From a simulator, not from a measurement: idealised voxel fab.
Process module in this document: voxel transistor to metal
Pictured: cross-section cut, 180 nm wide, on a grid of 5 nm square cells.
Heads up, the way a cross-section reads in here is a grid of square cells, handed over as bands from the top down, with every band being one or more rows of cells. Each band's line starts with the height of the band's top and of its bottom, in nm. Then come its materials from left to right, each with its width in nm. One material with "full width" fills the band from edge to edge. "blank" is empty space. Heights are reckoned from 0. Under this level, the received wafer is all of one material. The bottommost band is open-ended downward, for example "0..down". Top row gets the first number, bottom row gets the second, and each row in between changes by the same step: that is how a band width like "30->40" works. "nothing was modified" (step): cross-section cells unchanged, all of them. Look at "Sealed internal voids" for the closed voids: empty spaces with no open path to the top, sized 8 cells or up. Each is width x height at distance, distance from the left edge, all nm. Heads up: the bit after the settings on a step's line is the simulator's remark on that step. Each step line may optionally specify "overlay nm", which for a step with a mask gives the rightward distance between the mask's planned place and where it lay, a negative value indicating the leftward direction.
[Process steps - plan]
1,op RECEIVE | material Si
2,op CONFORMAL_DEP | material SiO2 | thk nm 5
3,op CONFORMAL_DEP | material SiN | thk nm 15
4,op MASKED_ETCH | tone cover | mask id ACTIVE | width nm 100 | etch materials SiN | depth nm 15 | overlay nm 0
5,op MASKED_ETCH | tone cover | mask id ACTIVE | width nm 100 | etch materials SiO2 | depth nm 5 | overlay nm 0
6,op MASKED_ETCH | tone cover | mask id ACTIVE | width nm 100 | etch materials Si | depth nm 20 | overlay nm 0
7,op OXIDIZE | depth nm 5
8,op FILL_DEP | material SiO2 | thk nm 10
9,op CMP | height nm 20
10,op SELECTIVE_ETCH | etch materials SiO2 | depth nm 10
11,op STRIP | etch materials SiN
12,op SELECTIVE_ETCH | etch materials SiO2 | depth nm 5
13,op OXIDIZE | depth nm 5
14,op DIRECTIONAL_DEP | material polySi | thk nm 25
15,op DIRECTIONAL_DEP | material SiCN | thk nm 10
16,op DIRECTIONAL_DEP | material aC | thk nm 10
17,op PATTERN | tone cover | mask id GATE | material resist | width nm 20 | thk nm 30 | overlay nm 0
18,op DIRECTIONAL_ETCH | etch materials aC | depth nm 10
19,op STRIP | etch materials resist
20,op DIRECTIONAL_ETCH | etch materials SiCN | depth nm 20
21,op DIRECTIONAL_ETCH | etch materials polySi | depth nm 35
22,op STRIP | etch materials aC
23,op CONFORMAL_DEP | material SiN | thk nm 10
24,op DIRECTIONAL_ETCH | etch materials SiN | depth nm 10
25,op DIRECTIONAL_ETCH | etch materials SiO2 | depth nm 5
26,op DIRECTIONAL_ETCH | etch materials Si | depth nm 10
27,op EPI | material nSi | thk nm 10
28,op FILL_DEP | material SiO2 | thk nm 5
29,op CMP | height nm 35
30,op DIRECTIONAL_DEP | material SiO2 | thk nm 15
31,op MASKED_ETCH | tone open | mask id CONTACT | width nm 20 | pitch nm 70 | etch materials SiO2 | depth nm 55 | overlay nm 0
32,op CONFORMAL_DEP | material TiN | thk nm 5
33,op FILL_DEP | material W | thk nm 5
34,op CMP | height nm 50
35,op DIRECTIONAL_DEP | material TiN | thk nm 5
36,op DIRECTIONAL_DEP | material Ru | thk nm 20
37,op MASKED_ETCH | tone cover | mask id METAL_1 | width nm 20 | pitch nm 70 | etch materials Ru | depth nm 20 | overlay nm 0
38,op MASKED_ETCH | tone cover | mask id METAL_1 | width nm 20 | pitch nm 70 | etch materials TiN | depth nm 5 | overlay nm 0
39,op FILL_DEP | material lowk | thk nm 10
40,op CMP | height nm 75
41,op CONFORMAL_DEP | material SiCN | thk nm 5
42,op DIRECTIONAL_DEP | material lowk | thk nm 30
43,op DIRECTIONAL_DEP | material aC | thk nm 10
44,op PATTERN | tone open | mask id METAL_2_HOLES | material resist | width nm 15 | pitch nm 70 | thk nm 30 | overlay nm 0
45,op DIRECTIONAL_ETCH | etch materials aC | depth nm 10
46,op STRIP | etch materials resist
47,op DIRECTIONAL_ETCH | etch materials lowk | depth nm 30
48,op STRIP | etch materials aC
49,op PATTERN | tone open | mask id METAL_2 | material resist | width nm 20 | pitch nm 70 | thk nm 20 | overlay nm 0
50,op DIRECTIONAL_ETCH | etch materials lowk | depth nm 15
51,op DIRECTIONAL_ETCH | etch materials SiCN | depth nm 5
52,op STRIP | etch materials resist
53,op CONFORMAL_DEP | material TiN | thk nm 5
54,op FILL_DEP | material Ru | thk nm 5
55,op CMP | height nm 110
56,op CONFORMAL_DEP | material SiN | thk nm 5
[As-received wafer cross-section (after step 1)]
- 0..down | Si full width
- Sealed internal voids: none
[Run as planned - first of the two wafers cross-sectioned at the end of the module]
- 115..110 | SiN full width
- 110..100 | lowk 45 nm, then TiN 5 nm, then Ru 10 nm, then TiN 5 nm, then lowk 50 nm, then TiN 5 nm, then Ru 10 nm, then TiN 5 nm, then lowk 45 nm
- 100..95 | lowk 45 nm, then TiN 5 nm, then Ru 5 nm, then TiN 10 nm, then lowk 50 nm, then TiN 5 nm, then Ru 5 nm, then TiN 10 nm, then lowk 45 nm
- 95..80 | lowk 45 nm, then TiN 5 nm, then Ru 5 nm, then TiN 5 nm, then lowk 55 nm, then TiN 5 nm, then Ru 5 nm, then TiN 5 nm, then lowk 50 nm
- 80..75 | SiCN 45 nm, then TiN 15 nm, then SiCN 55 nm, then TiN 15 nm, then SiCN 50 nm
- 75..55 | lowk 45 nm, then Ru 20 nm, then lowk 50 nm, then Ru 20 nm, then lowk 45 nm
- 55..50 | lowk 45 nm, then TiN 20 nm, then lowk 50 nm, then TiN 20 nm, then lowk 45 nm
- 50..35 | SiO2 45 nm, then TiN 5 nm, then W 10 nm, then TiN 5 nm, then SiO2 50 nm, then TiN 5 nm, then W 10 nm, then TiN 5 nm, then SiO2 45 nm
- 35..25 | SiO2 45 nm, then TiN 5 nm, then W 10 nm, then TiN 5 nm, then SiO2 5 nm, then SiN 10 nm, then SiCN 20 nm, then SiN 10 nm, then SiO2 5 nm, then TiN 5 nm, then W 10 nm, then TiN 5 nm, then SiO2 45 nm
- 25..10 | SiO2 45 nm, then TiN 5 nm, then W 10 nm, then TiN 5 nm, then SiO2 5 nm, then SiN 10 nm, then polySi 20 nm, then SiN 10 nm, then SiO2 5 nm, then TiN 5 nm, then W 10 nm, then TiN 5 nm, then SiO2 45 nm
- 10..5 | SiO2 45 nm, then TiN 5 nm, then W 5 nm, then TiN 10 nm, then SiO2 5 nm, then SiN 10 nm, then polySi 20 nm, then SiN 10 nm, then SiO2 5 nm, then TiN 10 nm, then W 5 nm, then TiN 5 nm, then SiO2 45 nm
- 5..0 | SiO2 35 nm, then SiN 10 nm, then TiN 5 nm, then W 5 nm, then TiN 5 nm, then nSi 10 nm, then SiN 10 nm, then polySi 20 nm, then SiN 10 nm, then nSi 10 nm, then TiN 5 nm, then W 5 nm, then TiN 5 nm, then SiN 10 nm, then SiO2 35 nm
- 0..-5 | SiO2 45 nm, then TiN 15 nm, then nSi 10 nm, then SiO2 40 nm, then nSi 10 nm, then TiN 15 nm, then SiO2 45 nm
- -5..-15 | SiO2 45 nm, then nSi 25 nm, then Si 40 nm, then nSi 25 nm, then SiO2 45 nm
- -15..-25 | SiO2 45 nm, then Si 90 nm, then SiO2 45 nm
- -25..down | Si full width
- Sealed internal voids: none
[Cross-section, wafer two of two, end of module: same start and plan as wafer one, one error in execution]
- 115..110 | SiN full width
- 110..100 | lowk 45 nm, then TiN 5 nm, then Ru 10 nm, then TiN 5 nm, then lowk 50 nm, then TiN 5 nm, then Ru 10 nm, then TiN 5 nm, then lowk 45 nm
- 100..95 | lowk 45 nm, then TiN 5 nm, then Ru 5 nm, then TiN 10 nm, then lowk 50 nm, then TiN 5 nm, then Ru 5 nm, then TiN 10 nm, then lowk 45 nm
- 95..80 | lowk 45 nm, then TiN 5 nm, then Ru 5 nm, then TiN 5 nm, then lowk 55 nm, then TiN 5 nm, then Ru 5 nm, then TiN 5 nm, then lowk 50 nm
- 80..75 | SiCN 45 nm, then TiN 15 nm, then SiCN 55 nm, then TiN 15 nm, then SiCN 50 nm
- 75..55 | lowk 45 nm, then Ru 20 nm, then lowk 50 nm, then Ru 20 nm, then lowk 45 nm
- 55..50 | lowk 40 nm, then TiN 30 nm, then lowk 40 nm, then TiN 30 nm, then lowk 40 nm
- 50..35 | SiO2 45 nm, then TiN 5 nm, then W 10 nm, then TiN 5 nm, then SiO2 50 nm, then TiN 5 nm, then W 10 nm, then TiN 5 nm, then SiO2 45 nm
- 35..25 | SiO2 45 nm, then TiN 5 nm, then W 10 nm, then TiN 5 nm, then SiO2 5 nm, then SiN 10 nm, then SiCN 20 nm, then SiN 10 nm, then SiO2 5 nm, then TiN 5 nm, then W 10 nm, then TiN 5 nm, then SiO2 45 nm
- 25..10 | SiO2 45 nm, then TiN 5 nm, then W 10 nm, then TiN 5 nm, then SiO2 5 nm, then SiN 10 nm, then polySi 20 nm, then SiN 10 nm, then SiO2 5 nm, then TiN 5 nm, then W 10 nm, then TiN 5 nm, then SiO2 45 nm
- 10..5 | SiO2 45 nm, then TiN 5 nm, then W 5 nm, then TiN 10 nm, then SiO2 5 nm, then SiN 10 nm, then polySi 20 nm, then SiN 10 nm, then SiO2 5 nm, then TiN 10 nm, then W 5 nm, then TiN 5 nm, then SiO2 45 nm
- 5..0 | SiO2 35 nm, then SiN 10 nm, then TiN 5 nm, then W 5 nm, then TiN 5 nm, then nSi 10 nm, then SiN 10 nm, then polySi 20 nm, then SiN 10 nm, then nSi 10 nm, then TiN 5 nm, then W 5 nm, then TiN 5 nm, then SiN 10 nm, then SiO2 35 nm
- 0..-5 | SiO2 45 nm, then TiN 15 nm, then nSi 10 nm, then SiO2 40 nm, then nSi 10 nm, then TiN 15 nm, then SiO2 45 nm
- -5..-15 | SiO2 45 nm, then nSi 25 nm, then Si 40 nm, then nSi 25 nm, then SiO2 45 nm
- -15..-25 | SiO2 45 nm, then Si 90 nm, then SiO2 45 nm
- -25..down | Si full width
- Sealed internal voids: none
What was done differently from what was planned? step 38 deviated from plan and actually ran as op MASKED_ETCH | tone cover | mask id METAL_1 | width nm 30 | pitch nm 70 | etch materials TiN | depth nm 5 | overlay nm 0
Final comparison by cell count, materials where the second wafer has more or fewer than the first: TiN: 4 more; lowk: 4 fewer
